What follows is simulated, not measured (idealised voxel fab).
Name of the process module below: voxel gate over fins
Square cells of 5 nm make up the cross-section cut, whose width is 220 nm.
A cross-section is written here as square cells arranged in a grid, and it is given in bands from the top down, each band taking up one or more rows of cells. Per band: top height and bottom height in nm, followed by the left-to-right materials and their widths in nm; "full width" marks a single material spanning edge to edge, "air" marks empty space. For the purposes of this specification, 0 denotes the height below which the wafer in its as-received condition is composed wholly of one material, and the lowermost band, lacking a lower limit, extends downward without end, as expressed in "0 nm and below". With a width like "30..40", each row of cells in the band differs from the next by the same amount, the top row carrying the first number and the bottom row the second. Take "no change" at face value: in the step it is given for, the cross-section changed in none of its cells. Any empty space of 8 cells or more lacking an open way to the top shows up in "Voids, fully enclosed" as width x height at distance, distance from the left edge, in nm. What comes after the settings on a step's line is commentary from the simulator itself on that step. overlay nm: step with mask; distance mask lay right of planned place; negative value = left of planned place.

[Planned process steps]
| 1 | RECEIVE,material Si |
| 2 | CONFORMAL_DEP,material SiN,thk nm 10 |
| 3 | PATTERN,tone cover,mask id FINS,material resist,width nm 15,pitch nm 50,thk nm 20,overlay nm 0 |
| 4 | DIRECTIONAL_ETCH,etch materials SiN,depth nm 10 |
| 5 | DIRECTIONAL_ETCH,etch materials Si,depth nm 40 |
| 6 | STRIP,etch materials resist |
| 7 | OXIDIZE,depth nm 5 |
| 8 | FILL_DEP,material SiO2,thk nm 5 |
| 9 | CMP,height nm 10 |
| 10 | DIRECTIONAL_DEP,material aC,thk nm 10 |
| 11 | PATTERN,tone open,mask id RAIL,material resist,width nm 15,thk nm 25,overlay nm 0 |
| 12 | DIRECTIONAL_ETCH,etch materials aC,depth nm 10 |
| 13 | STRIP,etch materials resist |
| 14 | DIRECTIONAL_ETCH,etch materials SiO2,depth nm 45 |
| 15 | STRIP,etch materials aC |
| 16 | CONFORMAL_DEP,material TiN,thk nm 5 |
| 17 | FILL_DEP,material W,thk nm 10 |
| 18 | CMP,height nm 10 |
| 19 | SELECTIVE_ETCH,etch materials W Ru TiN,depth nm 30 |
| 20 | FILL_DEP,material SiO2,thk nm 5 |
| 21 | CMP,height nm 10 |
| 22 | SELECTIVE_ETCH,etch materials SiO2,depth nm 20 |
| 23 | STRIP,etch materials SiN |
| 24 | CONFORMAL_DEP,material HfO2,thk nm 5 |
| 25 | CONFORMAL_DEP,material TiN,thk nm 5 |
| 26 | FILL_DEP,material W,thk nm 15 |
| 27 | CMP,height nm 20 |
| 28 | CONFORMAL_DEP,material SiCN,thk nm 5 |

[First of two wafers, processed according to plan]

[Here's what the wafer looked like in cross-section when it arrived - that's after step 1]
> 0 nm and below  Si full width
> Voids, fully enclosed: none

[Take a look at the wafer's cross-section after step 2]
> 10 nm to 0 nm  SiN full width
> Beneath the level 0, the cross-section is identical to its previous state.

[Take a look at the wafer's cross-section after step 3]
> 30 nm to 10 nm  25 nm air, then 15 nm resist, then 35 nm air, then 15 nm resist, then 35 nm air, then 15 nm resist, then 35 nm air, then 15 nm resist, then 30 nm air
> Beneath the level 10, the cross-section is identical to its previous state.

[Take a look at the wafer's cross-section after step 4]
> 30 nm to 10 nm  25 nm air, then 15 nm resist, then 35 nm air, then 15 nm resist, then 35 nm air, then 15 nm resist, then 35 nm air, then 15 nm resist, then 30 nm air
> 10 nm to 0 nm  25 nm air, then 15 nm SiN, then 35 nm air, then 15 nm SiN, then 35 nm air, then 15 nm SiN, then 35 nm air, then 15 nm SiN, then 30 nm air
> Beneath the level 0, the cross-section is identical to its previous state.

[Take a look at the wafer's cross-section after step 5]
> 30 nm to 10 nm  25 nm air, then 15 nm resist, then 35 nm air, then 15 nm resist, then 35 nm air, then 15 nm resist, then 35 nm air, then 15 nm resist, then 30 nm air
> 10 nm to 0 nm  25 nm air, then 15 nm SiN, then 35 nm air, then 15 nm SiN, then 35 nm air, then 15 nm SiN, then 35 nm air, then 15 nm SiN, then 30 nm air
> 0 nm to -40 nm  25 nm air, then 15 nm Si, then 35 nm air, then 15 nm Si, then 35 nm air, then 15 nm Si, then 35 nm air, then 15 nm Si, then 30 nm air
> Beneath the level -40, the cross-section is identical to its previous state.

[Take a look at the wafer's cross-section after step 6]
> 10 nm to 0 nm  25 nm air, then 15 nm SiN, then 35 nm air, then 15 nm SiN, then 35 nm air, then 15 nm SiN, then 35 nm air, then 15 nm SiN, then 30 nm air
> Beneath the level 0, the cross-section is identical to its previous state.

[Take a look at the wafer's cross-section after step 7]
> 10 nm to 0 nm  25 nm air, then 15 nm SiN, then 35 nm air, then 15 nm SiN, then 35 nm air, then 15 nm SiN, then 35 nm air, then 15 nm SiN, then 30 nm air
> 0 nm to -40 nm  25 nm air, then 5 nm SiO2, then 5 nm Si, then 5 nm SiO2, then 35 nm air, then 5 nm SiO2, then 5 nm Si, then 5 nm SiO2, then 35 nm air, then 5 nm SiO2, then 5 nm Si, then 5 nm SiO2, then 35 nm air, then 5 nm SiO2, then 5 nm Si, then 5 nm SiO2, then 30 nm air
> -40 nm to -45 nm  30 nm SiO2, then 5 nm Si, then 45 nm SiO2, then 5 nm Si, then 45 nm SiO2, then 5 nm Si, then 45 nm SiO2, then 5 nm Si, then 35 nm SiO2
> Beneath the level -45, the cross-section is identical to its previous state.

[Take a look at the wafer's cross-section after step 8]
> 15 nm to 10 nm  SiO2 full width
> 10 nm to 0 nm  25 nm SiO2, then 15 nm SiN, then 35 nm SiO2, then 15 nm SiN, then 35 nm SiO2, then 15 nm SiN, then 35 nm SiO2, then 15 nm SiN, then 30 nm SiO2
> 0 nm to -45 nm  30 nm SiO2, then 5 nm Si, then 45 nm SiO2, then 5 nm Si, then 45 nm SiO2, then 5 nm Si, then 45 nm SiO2, then 5 nm Si, then 35 nm SiO2
> Beneath the level -45, the cross-section is identical to its previous state.

[Take a look at the wafer's cross-section after step 9]
> 10 nm to 0 nm  25 nm SiO2, then 15 nm SiN, then 35 nm SiO2, then 15 nm SiN, then 35 nm SiO2, then 15 nm SiN, then 35 nm SiO2, then 15 nm SiN, then 30 nm SiO2
> Beneath the level 0, the cross-section is identical to its previous state.

[Take a look at the wafer's cross-section after step 10]
> 20 nm to 10 nm  aC full width
> Beneath the level 10, the cross-section is identical to its previous state.

[Take a look at the wafer's cross-section after step 11]
> 45 nm to 20 nm  50 nm resist, then 15 nm air, then 155 nm resist
> Beneath the level 20, the cross-section is identical to its previous state.

[Take a look at the wafer's cross-section after step 12]
> 35 nm to 20 nm  50 nm resist, then 15 nm air, then 155 nm resist
> 20 nm to 10 nm  50 nm aC, then 15 nm air, then 155 nm aC
> Beneath the level 10, the cross-section is identical to its previous state.

[Take a look at the wafer's cross-section after step 13]
> 20 nm to 10 nm  50 nm aC, then 15 nm air, then 155 nm aC
> Beneath the level 10, the cross-section is identical to its previous state.

[Take a look at the wafer's cross-section after step 14]
> 20 nm to 10 nm  50 nm aC, then 15 nm air, then 155 nm aC
> 10 nm to 0 nm  25 nm SiO2, then 15 nm SiN, then 10 nm SiO2, then 15 nm air, then 10 nm SiO2, then 15 nm SiN, then 35 nm SiO2, then 15 nm SiN, then 35 nm SiO2, then 15 nm SiN, then 30 nm SiO2
> 0 nm to -35 nm  30 nm SiO2, then 5 nm Si, then 15 nm SiO2, then 15 nm air, then 15 nm SiO2, then 5 nm Si, then 45 nm SiO2, then 5 nm Si, then 45 nm SiO2, then 5 nm Si, then 35 nm SiO2
> Beneath the level -35, the cross-section is identical to its previous state.

[Take a look at the wafer's cross-section after step 15]
> 10 nm to 0 nm  25 nm SiO2, then 15 nm SiN, then 10 nm SiO2, then 15 nm air, then 10 nm SiO2, then 15 nm SiN, then 35 nm SiO2, then 15 nm SiN, then 35 nm SiO2, then 15 nm SiN, then 30 nm SiO2
> Beneath the level 0, the cross-section is identical to its previous state.

[Take a look at the wafer's cross-section after step 16]
> 15 nm to 10 nm  55 nm TiN, then 5 nm air, then 160 nm TiN
> 10 nm to 0 nm  25 nm SiO2, then 15 nm SiN, then 10 nm SiO2, then 5 nm TiN, then 5 nm air, then 5 nm TiN, then 10 nm SiO2, then 15 nm SiN, then 35 nm SiO2, then 15 nm SiN, then 35 nm SiO2, then 15 nm SiN, then 30 nm SiO2
> 0 nm to -30 nm  30 nm SiO2, then 5 nm Si, then 15 nm SiO2, then 5 nm TiN, then 5 nm air, then 5 nm TiN, then 15 nm SiO2, then 5 nm Si, then 45 nm SiO2, then 5 nm Si, then 45 nm SiO2, then 5 nm Si, then 35 nm SiO2
> -30 nm to -35 nm  30 nm SiO2, then 5 nm Si, then 15 nm SiO2, then 15 nm TiN, then 15 nm SiO2, then 5 nm Si, then 45 nm SiO2, then 5 nm Si, then 45 nm SiO2, then 5 nm Si, then 35 nm SiO2
> Beneath the level -35, the cross-section is identical to its previous state.

[Take a look at the wafer's cross-section after step 17]
> 25 nm to 15 nm  W full width
> 15 nm to 10 nm  55 nm TiN, then 5 nm W, then 160 nm TiN
> 10 nm to 0 nm  25 nm SiO2, then 15 nm SiN, then 10 nm SiO2, then 5 nm TiN, then 5 nm W, then 5 nm TiN, then 10 nm SiO2, then 15 nm SiN, then 35 nm SiO2, then 15 nm SiN, then 35 nm SiO2, then 15 nm SiN, then 30 nm SiO2
> 0 nm to -30 nm  30 nm SiO2, then 5 nm Si, then 15 nm SiO2, then 5 nm TiN, then 5 nm W, then 5 nm TiN, then 15 nm SiO2, then 5 nm Si, then 45 nm SiO2, then 5 nm Si, then 45 nm SiO2, then 5 nm Si, then 35 nm SiO2
> Beneath the level -30, the cross-section is identical to its previous state.

[Take a look at the wafer's cross-section after step 18]
> 10 nm to 0 nm  25 nm SiO2, then 15 nm SiN, then 10 nm SiO2, then 5 nm TiN, then 5 nm W, then 5 nm TiN, then 10 nm SiO2, then 15 nm SiN, then 35 nm SiO2, then 15 nm SiN, then 35 nm SiO2, then 15 nm SiN, then 30 nm SiO2
> Beneath the level 0, the cross-section is identical to its previous state.

[Take a look at the wafer's cross-section after step 19]
> 10 nm to 0 nm  25 nm SiO2, then 15 nm SiN, then 10 nm SiO2, then 15 nm air, then 10 nm SiO2, then 15 nm SiN, then 35 nm SiO2, then 15 nm SiN, then 35 nm SiO2, then 15 nm SiN, then 30 nm SiO2
> 0 nm to -20 nm  30 nm SiO2, then 5 nm Si, then 15 nm SiO2, then 15 nm air, then 15 nm SiO2, then 5 nm Si, then 45 nm SiO2, then 5 nm Si, then 45 nm SiO2, then 5 nm Si, then 35 nm SiO2
> Beneath the level -20, the cross-section is identical to its previous state.

[Take a look at the wafer's cross-section after step 20]
> 15 nm to 10 nm  SiO2 full width
> 10 nm to 0 nm  25 nm SiO2, then 15 nm SiN, then 35 nm SiO2, then 15 nm SiN, then 35 nm SiO2, then 15 nm SiN, then 35 nm SiO2, then 15 nm SiN, then 30 nm SiO2
> 0 nm to -20 nm  30 nm SiO2, then 5 nm Si, then 45 nm SiO2, then 5 nm Si, then 45 nm SiO2, then 5 nm Si, then 45 nm SiO2, then 5 nm Si, then 35 nm SiO2
> Beneath the level -20, the cross-section is identical to its previous state.

[Take a look at the wafer's cross-section after step 21]
> 10 nm to 0 nm  25 nm SiO2, then 15 nm SiN, then 35 nm SiO2, then 15 nm SiN, then 35 nm SiO2, then 15 nm SiN, then 35 nm SiO2, then 15 nm SiN, then 30 nm SiO2
> Beneath the level 0, the cross-section is identical to its previous state.

[Take a look at the wafer's cross-section after step 22]
> 10 nm to 0 nm  25 nm air, then 15 nm SiN, then 35 nm air, then 15 nm SiN, then 35 nm air, then 15 nm SiN, then 35 nm air, then 15 nm SiN, then 30 nm air
> 0 nm to -10 nm  30 nm air, then 5 nm Si, then 45 nm air, then 5 nm Si, then 45 nm air, then 5 nm Si, then 45 nm air, then 5 nm Si, then 35 nm air
> Beneath the level -10, the cross-section is identical to its previous state.

[Take a look at the wafer's cross-section after step 23]
> 0 nm to -10 nm  30 nm air, then 5 nm Si, then 45 nm air, then 5 nm Si, then 45 nm air, then 5 nm Si, then 45 nm air, then 5 nm Si, then 35 nm air
> Beneath the level -10, the cross-section is identical to its previous state.

[Take a look at the wafer's cross-section after step 24]
> 5 nm to 0 nm  25 nm air, then 15 nm HfO2, then 35 nm air, then 15 nm HfO2, then 35 nm air, then 15 nm HfO2, then 35 nm air, then 15 nm HfO2, then 30 nm air
> 0 nm to -5 nm  25 nm air, then 5 nm HfO2, then 5 nm Si, then 5 nm HfO2, then 35 nm air, then 5 nm HfO2, then 5 nm Si, then 5 nm HfO2, then 35 nm air, then 5 nm HfO2, then 5 nm Si, then 5 nm HfO2, then 35 nm air, then 5 nm HfO2, then 5 nm Si, then 5 nm HfO2, then 30 nm air
> -5 nm to -10 nm  30 nm HfO2, then 5 nm Si, then 45 nm HfO2, then 5 nm Si, then 45 nm HfO2, then 5 nm Si, then 45 nm HfO2, then 5 nm Si, then 35 nm HfO2
> Beneath the level -10, the cross-section is identical to its previous state.

[Take a look at the wafer's cross-section after step 25]
> 10 nm to 5 nm  20 nm air, then 25 nm TiN, then 25 nm air, then 25 nm TiN, then 25 nm air, then 25 nm TiN, then 25 nm air, then 25 nm TiN, then 25 nm air
> 5 nm to 0 nm  20 nm air, then 5 nm TiN, then 15 nm HfO2, then 5 nm TiN, then 25 nm air, then 5 nm TiN, then 15 nm HfO2, then 5 nm TiN, then 25 nm air, then 5 nm TiN, then 15 nm HfO2, then 5 nm TiN, then 25 nm air, then 5 nm TiN, then 15 nm HfO2, then 5 nm TiN, then 25 nm air
> 0 nm to -5 nm  25 nm TiN, then 5 nm HfO2, then 5 nm Si, then 5 nm HfO2, then 35 nm TiN, then 5 nm HfO2, then 5 nm Si, then 5 nm HfO2, then 35 nm TiN, then 5 nm HfO2, then 5 nm Si, then 5 nm HfO2, then 35 nm TiN, then 5 nm HfO2, then 5 nm Si, then 5 nm HfO2, then 30 nm TiN
> Beneath the level -5, the cross-section is identical to its previous state.

[Take a look at the wafer's cross-section after step 26]
> 25 nm to 10 nm  W full width
> 10 nm to 5 nm  20 nm W, then 25 nm TiN, then 25 nm W, then 25 nm TiN, then 25 nm W, then 25 nm TiN, then 25 nm W, then 25 nm TiN, then 25 nm W
> 5 nm to 0 nm  20 nm W, then 5 nm TiN, then 15 nm HfO2, then 5 nm TiN, then 25 nm W, then 5 nm TiN, then 15 nm HfO2, then 5 nm TiN, then 25 nm W, then 5 nm TiN, then 15 nm HfO2, then 5 nm TiN, then 25 nm W, then 5 nm TiN, then 15 nm HfO2, then 5 nm TiN, then 25 nm W
> Beneath the level 0, the cross-section is identical to its previous state.

[Take a look at the wafer's cross-section after step 27]
> 20 nm to 10 nm  W full width
> Beneath the level 10, the cross-section is identical to its previous state.

[Take a look at the wafer's cross-section after step 28]
> 25 nm to 20 nm  SiCN full width
> Beneath the level 20, the cross-section is identical to its previous state.

[The second wafer began exactly as the first did and followed the same plan, but one mistake was made while running it; through step 10 inclusive, the two wafers are identical]

[Here is the second wafer in cross-section at the point where step 11 of the plan should have been done]
> 45 nm to 20 nm  50 nm air, then 15 nm resist, then 155 nm air
> Beneath the level 20, the cross-section is identical to its previous state.

[Here is the second wafer in cross-section at the point where step 12 of the plan should have been done]
> 35 nm to 20 nm  50 nm air, then 15 nm resist, then 155 nm air
> 20 nm to 10 nm  50 nm air, then 15 nm aC, then 155 nm air
> Beneath the level 10, the cross-section is identical to its previous state.

[Here is the second wafer in cross-section at the point where step 13 of the plan should have been done]
> 20 nm to 10 nm  50 nm air, then 15 nm aC, then 155 nm air
> Beneath the level 10, the cross-section is identical to its previous state.

[Here is the second wafer in cross-section at the point where step 14 of the plan should have been done]
> 20 nm to 10 nm  50 nm air, then 15 nm aC, then 155 nm air
> 10 nm to 0 nm  25 nm air, then 15 nm SiN, then 10 nm air, then 15 nm SiO2, then 10 nm air, then 15 nm SiN, then 35 nm air, then 15 nm SiN, then 35 nm air, then 15 nm SiN, then 30 nm air
> 0 nm to -35 nm  25 nm air, then 5 nm SiO2, then 5 nm Si, then 5 nm SiO2, then 10 nm air, then 15 nm SiO2, then 10 nm air, then 5 nm SiO2, then 5 nm Si, then 5 nm SiO2, then 35 nm air, then 5 nm SiO2, then 5 nm Si, then 5 nm SiO2, then 35 nm air, then 5 nm SiO2, then 5 nm Si, then 5 nm SiO2, then 30 nm air
> Beneath the level -35, the cross-section is identical to its previous state.

[Here is the second wafer in cross-section at the point where step 15 of the plan should have been done]
> 10 nm to 0 nm  25 nm air, then 15 nm SiN, then 10 nm air, then 15 nm SiO2, then 10 nm air, then 15 nm SiN, then 35 nm air, then 15 nm SiN, then 35 nm air, then 15 nm SiN, then 30 nm air
> Beneath the level 0, the cross-section is identical to its previous state.

[Here is the second wafer in cross-section at the point where step 16 of the plan should have been done]
> 15 nm to 10 nm  20 nm air, then 75 nm TiN, then 25 nm air, then 25 nm TiN, then 25 nm air, then 25 nm TiN, then 25 nm air
> 10 nm to 0 nm  20 nm air, then 5 nm TiN, then 15 nm SiN, then 10 nm TiN, then 15 nm SiO2, then 10 nm TiN, then 15 nm SiN, then 5 nm TiN, then 25 nm air, then 5 nm TiN, then 15 nm SiN, then 5 nm TiN, then 25 nm air, then 5 nm TiN, then 15 nm SiN, then 5 nm TiN, then 25 nm air
> 0 nm to -30 nm  20 nm air, then 5 nm TiN, then 5 nm SiO2, then 5 nm Si, then 5 nm SiO2, then 10 nm TiN, then 15 nm SiO2, then 10 nm TiN, then 5 nm SiO2, then 5 nm Si, then 5 nm SiO2, then 5 nm TiN, then 25 nm air, then 5 nm TiN, then 5 nm SiO2, then 5 nm Si, then 5 nm SiO2, then 5 nm TiN, then 25 nm air, then 5 nm TiN, then 5 nm SiO2, then 5 nm Si, then 5 nm SiO2, then 5 nm TiN, then 25 nm air
> -30 nm to -35 nm  25 nm TiN, then 5 nm SiO2, then 5 nm Si, then 5 nm SiO2, then 10 nm TiN, then 15 nm SiO2, then 10 nm TiN, then 5 nm SiO2, then 5 nm Si, then 5 nm SiO2, then 35 nm TiN, then 5 nm SiO2, then 5 nm Si, then 5 nm SiO2, then 35 nm TiN, then 5 nm SiO2, then 5 nm Si, then 5 nm SiO2, then 30 nm TiN
> Beneath the level -35, the cross-section is identical to its previous state.

[Here is the second wafer in cross-section at the point where step 17 of the plan should have been done]
> 25 nm to 15 nm  W full width
> 15 nm to 10 nm  20 nm W, then 75 nm TiN, then 25 nm W, then 25 nm TiN, then 25 nm W, then 25 nm TiN, then 25 nm W
> 10 nm to 0 nm  20 nm W, then 5 nm TiN, then 15 nm SiN, then 10 nm TiN, then 15 nm SiO2, then 10 nm TiN, then 15 nm SiN, then 5 nm TiN, then 25 nm W, then 5 nm TiN, then 15 nm SiN, then 5 nm TiN, then 25 nm W, then 5 nm TiN, then 15 nm SiN, then 5 nm TiN, then 25 nm W
> 0 nm to -30 nm  20 nm W, then 5 nm TiN, then 5 nm SiO2, then 5 nm Si, then 5 nm SiO2, then 10 nm TiN, then 15 nm SiO2, then 10 nm TiN, then 5 nm SiO2, then 5 nm Si, then 5 nm SiO2, then 5 nm TiN, then 25 nm W, then 5 nm TiN, then 5 nm SiO2, then 5 nm Si, then 5 nm SiO2, then 5 nm TiN, then 25 nm W, then 5 nm TiN, then 5 nm SiO2, then 5 nm Si, then 5 nm SiO2, then 5 nm TiN, then 25 nm W
> Beneath the level -30, the cross-section is identical to its previous state.

[Here is the second wafer in cross-section at the point where step 18 of the plan should have been done]
> 10 nm to 0 nm  20 nm W, then 5 nm TiN, then 15 nm SiN, then 10 nm TiN, then 15 nm SiO2, then 10 nm TiN, then 15 nm SiN, then 5 nm TiN, then 25 nm W, then 5 nm TiN, then 15 nm SiN, then 5 nm TiN, then 25 nm W, then 5 nm TiN, then 15 nm SiN, then 5 nm TiN, then 25 nm W
> Beneath the level 0, the cross-section is identical to its previous state.

[Here is the second wafer in cross-section at the point where step 19 of the plan should have been done]
> 10 nm to 0 nm  25 nm air, then 15 nm SiN, then 10 nm air, then 15 nm SiO2, then 10 nm air, then 15 nm SiN, then 35 nm air, then 15 nm SiN, then 35 nm air, then 15 nm SiN, then 30 nm air
> 0 nm to -20 nm  25 nm air, then 5 nm SiO2, then 5 nm Si, then 5 nm SiO2, then 10 nm air, then 15 nm SiO2, then 10 nm air, then 5 nm SiO2, then 5 nm Si, then 5 nm SiO2, then 35 nm air, then 5 nm SiO2, then 5 nm Si, then 5 nm SiO2, then 35 nm air, then 5 nm SiO2, then 5 nm Si, then 5 nm SiO2, then 30 nm air
> Beneath the level -20, the cross-section is identical to its previous state.

[Here is the second wafer in cross-section at the point where step 20 of the plan should have been done]
> 15 nm to 10 nm  SiO2 full width
> 10 nm to 0 nm  25 nm SiO2, then 15 nm SiN, then 35 nm SiO2, then 15 nm SiN, then 35 nm SiO2, then 15 nm SiN, then 35 nm SiO2, then 15 nm SiN, then 30 nm SiO2
> 0 nm to -20 nm  30 nm SiO2, then 5 nm Si, then 45 nm SiO2, then 5 nm Si, then 45 nm SiO2, then 5 nm Si, then 45 nm SiO2, then 5 nm Si, then 35 nm SiO2
> Beneath the level -20, the cross-section is identical to its previous state.

[Here is the second wafer in cross-section at the point where step 21 of the plan should have been done]
> 10 nm to 0 nm  25 nm SiO2, then 15 nm SiN, then 35 nm SiO2, then 15 nm SiN, then 35 nm SiO2, then 15 nm SiN, then 35 nm SiO2, then 15 nm SiN, then 30 nm SiO2
> Beneath the level 0, the cross-section is identical to its previous state.

[Here is the second wafer in cross-section at the point where step 22 of the plan should have been done]
> 10 nm to 0 nm  25 nm air, then 15 nm SiN, then 35 nm air, then 15 nm SiN, then 35 nm air, then 15 nm SiN, then 35 nm air, then 15 nm SiN, then 30 nm air
> 0 nm to -10 nm  30 nm air, then 5 nm Si, then 45 nm air, then 5 nm Si, then 45 nm air, then 5 nm Si, then 45 nm air, then 5 nm Si, then 35 nm air
> Beneath the level -10, the cross-section is identical to its previous state.

[Here is the second wafer in cross-section at the point where step 23 of the plan should have been done]
> 0 nm to -10 nm  30 nm air, then 5 nm Si, then 45 nm air, then 5 nm Si, then 45 nm air, then 5 nm Si, then 45 nm air, then 5 nm Si, then 35 nm air
> Beneath the level -10, the cross-section is identical to its previous state.

[Here is the second wafer in cross-section at the point where step 24 of the plan should have been done]
> 5 nm to 0 nm  25 nm air, then 15 nm HfO2, then 35 nm air, then 15 nm HfO2, then 35 nm air, then 15 nm HfO2, then 35 nm air, then 15 nm HfO2, then 30 nm air
> 0 nm to -5 nm  25 nm air, then 5 nm HfO2, then 5 nm Si, then 5 nm HfO2, then 35 nm air, then 5 nm HfO2, then 5 nm Si, then 5 nm HfO2, then 35 nm air, then 5 nm HfO2, then 5 nm Si, then 5 nm HfO2, then 35 nm air, then 5 nm HfO2, then 5 nm Si, then 5 nm HfO2, then 30 nm air
> -5 nm to -10 nm  30 nm HfO2, then 5 nm Si, then 45 nm HfO2, then 5 nm Si, then 45 nm HfO2, then 5 nm Si, then 45 nm HfO2, then 5 nm Si, then 35 nm HfO2
> Beneath the level -10, the cross-section is identical to its previous state.

[Here is the second wafer in cross-section at the point where step 25 of the plan should have been done]
> 10 nm to 5 nm  20 nm air, then 25 nm TiN, then 25 nm air, then 25 nm TiN, then 25 nm air, then 25 nm TiN, then 25 nm air, then 25 nm TiN, then 25 nm air
> 5 nm to 0 nm  20 nm air, then 5 nm TiN, then 15 nm HfO2, then 5 nm TiN, then 25 nm air, then 5 nm TiN, then 15 nm HfO2, then 5 nm TiN, then 25 nm air, then 5 nm TiN, then 15 nm HfO2, then 5 nm TiN, then 25 nm air, then 5 nm TiN, then 15 nm HfO2, then 5 nm TiN, then 25 nm air
> 0 nm to -5 nm  25 nm TiN, then 5 nm HfO2, then 5 nm Si, then 5 nm HfO2, then 35 nm TiN, then 5 nm HfO2, then 5 nm Si, then 5 nm HfO2, then 35 nm TiN, then 5 nm HfO2, then 5 nm Si, then 5 nm HfO2, then 35 nm TiN, then 5 nm HfO2, then 5 nm Si, then 5 nm HfO2, then 30 nm TiN
> Beneath the level -5, the cross-section is identical to its previous state.

[Here is the second wafer in cross-section at the point where step 26 of the plan should have been done]
> 25 nm to 10 nm  W full width
> 10 nm to 5 nm  20 nm W, then 25 nm TiN, then 25 nm W, then 25 nm TiN, then 25 nm W, then 25 nm TiN, then 25 nm W, then 25 nm TiN, then 25 nm W
> 5 nm to 0 nm  20 nm W, then 5 nm TiN, then 15 nm HfO2, then 5 nm TiN, then 25 nm W, then 5 nm TiN, then 15 nm HfO2, then 5 nm TiN, then 25 nm W, then 5 nm TiN, then 15 nm HfO2, then 5 nm TiN, then 25 nm W, then 5 nm TiN, then 15 nm HfO2, then 5 nm TiN, then 25 nm W
> Beneath the level 0, the cross-section is identical to its previous state.

[Here is the second wafer in cross-section at the point where step 27 of the plan should have been done]
> 20 nm to 10 nm  W full width
> Beneath the level 10, the cross-section is identical to its previous state.

[Here is the second wafer in cross-section at the point where step 28 of the plan should have been done]
> 25 nm to 20 nm  SiCN full width
> Beneath the level 20, the cross-section is identical to its previous state.
Run error: heads up, step 11 didn't go per plan, it actually ran as PATTERN,tone cover,mask id RAIL,material resist,width nm 15,thk nm 25,overlay nm 0
The final cell counts differ between the wafers, with the second having more or fewer of some materials than the first: -78 SiO2, +42 TiN, +36 W
